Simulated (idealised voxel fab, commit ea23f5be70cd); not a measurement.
This is a process module. Its name is voxel released beams.
cross-section cut | 245 nm wide | cells 5 nm
Each cross-section below is a grid of square cells, stated as bands in top-down order, with one or more rows of cells making up each band.
Heads up on the band format: heights come first, top then bottom, in nm. After that it's the materials left to right, each with its width in nm. A single material flagged "edge to edge" fills the whole band edge to edge, and "blank" means there's empty space there.
Beneath 0, the wafer as received is one material, and that level is where height counting begins. The lowest band goes on downward without a bottom; it is written like "0 and below".
So if you see something like "30 to 40" for the width, read it as the top row of the band sitting at the first number and the bottom row at the second, with every row in between moving by the same amount as the last.
It should be understood that the words "everything unchanged", when stated for a given step, signify that the cross-section underwent no change in any of its cells during that step.
Closed empty spaces (no open way to the top) of 8 cells or more are what "Fully closed voids" lists, each as width x height at distance from the left edge, nm for all three.
On a step's line, text after the settings is the simulator commenting on that step.
A step line may carry the setting "overlay nm", which, for steps involving a mask, states the distance by which the mask lay to the right of its intended position; negative values denote displacement to the left.

SO HERE'S THE LINEUP OF PROCESS STEPS WE PLANNED
1 op RECEIVE | material Si
2 op CONFORMAL_DEP | material SiN | thk nm 5
3 op DIRECTIONAL_DEP | material SiO2 | thk nm 20
4 op MASKED_ETCH | tone open | mask id ANCHOR | width nm 25 | etch materials SiO2 | depth nm 20 | overlay nm 0
5 op CONFORMAL_DEP | material TiN | thk nm 10
6 op DIRECTIONAL_DEP | material aC | thk nm 15
7 op PATTERN | tone cover | mask id BEAM | material resist | width nm 100 | thk nm 30 | overlay nm 0
8 op DIRECTIONAL_ETCH | etch materials aC | depth nm 15
9 op STRIP | etch materials resist
10 op DIRECTIONAL_ETCH | etch materials TiN | depth nm 10
11 op STRIP | etch materials aC
12 op STRIP | etch materials SiO2

CROSS-SECTION, INCOMING MATERIAL, AFTER STEP 1
- 0 and below = Si edge to edge
- Fully closed voids: none

THE FIRST OF THE TWO WAFERS AS SEEN IN CROSS-SECTION ONCE THE MODULE WAS FINISHED; PROCESSING FOLLOWED THE PLAN
- 35 down to 25 = 70 nm blank, then 15 nm TiN, then 5 nm blank, then 80 nm TiN, then 75 nm blank
- 25 down to 15 = 75 nm blank, then 10 nm TiN, then 5 nm blank, then 10 nm TiN, then 145 nm blank
- 15 down to 5 = 75 nm blank, then 25 nm TiN, then 145 nm blank
- 5 down to 0 = SiN edge to edge
- 0 and below = Si edge to edge
- Fully closed voids: none

WAFER TWO CROSS-SECTION, MODULE END. START AND PLAN UNCHANGED FROM WAFER ONE; ONE MISTAKE MADE DURING THE RUN
- 15 down to 5 = 70 nm blank, then 100 nm TiN, then 75 nm blank
- 5 down to 0 = SiN edge to edge
- 0 and below = Si edge to edge
- Fully closed voids: none
Where did the run depart from the plan? step 3 of the plan was omitted and not executed
Cell-count delta at end, second wafer over first, by material: 16 fewer of TiN
